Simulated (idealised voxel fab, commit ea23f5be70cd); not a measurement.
Process module, titled voxel ribs on slabs
Cross-section cut spans 150 nm and uses square cells 5 nm in size.
In what follows, cross-sections appear as grids of square cells, described through bands that run from the top down, where every band is one or more rows of cells.
Per band: top height and bottom height in nm, followed by the left-to-right materials and their widths in nm; "full width" marks a single material spanning edge to edge, "air" marks empty space.
The reference from which all heights are counted is 0, the level beneath which the as-received wafer is entirely one material; the lowest band, having no lower bound, proceeds downward and is written after the example "from 0 down".
A two-number width, for instance "30 to 40", indicates that the width is equal to the first number in the top row of the band and to the second number in the bottom row, and that it changes by a constant amount per row of cells.
Basically "nothing changed" means that step didn't change any cell in the cross-section.
Sealed internal cavities: empty space of 8 cells or more with no open way to the top, each as width x height at its distance from the left edge, in nm
What comes after the settings on a step's line is commentary from the simulator itself on that step.
If you see "overlay nm" on a step's line and that step has a mask, it's telling you how far right of where it was planned the mask ended up; a negative number means it went left instead.
### The following list gives the planned process steps
1 RECEIVE [material Si]
2 DIRECTIONAL_DEP [material SiO2] [thk nm 25]
3 DIRECTIONAL_DEP [material SiN] [thk nm 15]
4 PATTERN [tone cover] [mask id RIB] [material resist] [width nm 15] [thk nm 15] [overlay nm 0]
5 DIRECTIONAL_ETCH [etch materials SiN] [depth nm 10]
6 STRIP [etch materials resist]
7 MASKED_ETCH [tone cover] [mask id SLAB] [width nm 55] [etch materials SiN] [depth nm 5] [overlay nm 0]
8 FILL_DEP [material SiO2] [thk nm 15]
9 CMP [height nm 50]
10 DIRECTIONAL_DEP [material TiN] [thk nm 5]
11 PATTERN [tone cover] [mask id HEATER] [material resist] [width nm 25] [thk nm 20] [overlay nm 0]
12 DIRECTIONAL_ETCH [etch materials TiN] [depth nm 5]
13 STRIP [etch materials resist]
14 CONFORMAL_DEP [material SiN] [thk nm 5]
### Delivered wafer in cross-section: state after step 1
	from 0 down = Si full width
	Sealed internal cavities: none
### Post-module cross-section: identical start and plan to those above, one misstep in execution
	from 60 to 55 = air: 55  SiN: 35  air: 60
	from 55 to 50 = SiN: 60  TiN: 25  SiN: 65
	from 50 to 40 = SiO2 full width
	from 40 to 30 = SiO2: 65  SiN: 15  SiO2: 70
	from 30 to 25 = SiO2: 50  SiN: 50  SiO2: 50
	from 25 to 0 = SiO2 full width
	from 0 down = Si full width
	Sealed internal cavities: none
Short version of what went wrong: step 7 was processed under conditions differing from the plan, specifically as MASKED_ETCH [tone cover] [mask id SLAB] [width nm 50] [etch materials SiN] [depth nm 5] [overlay nm 0]
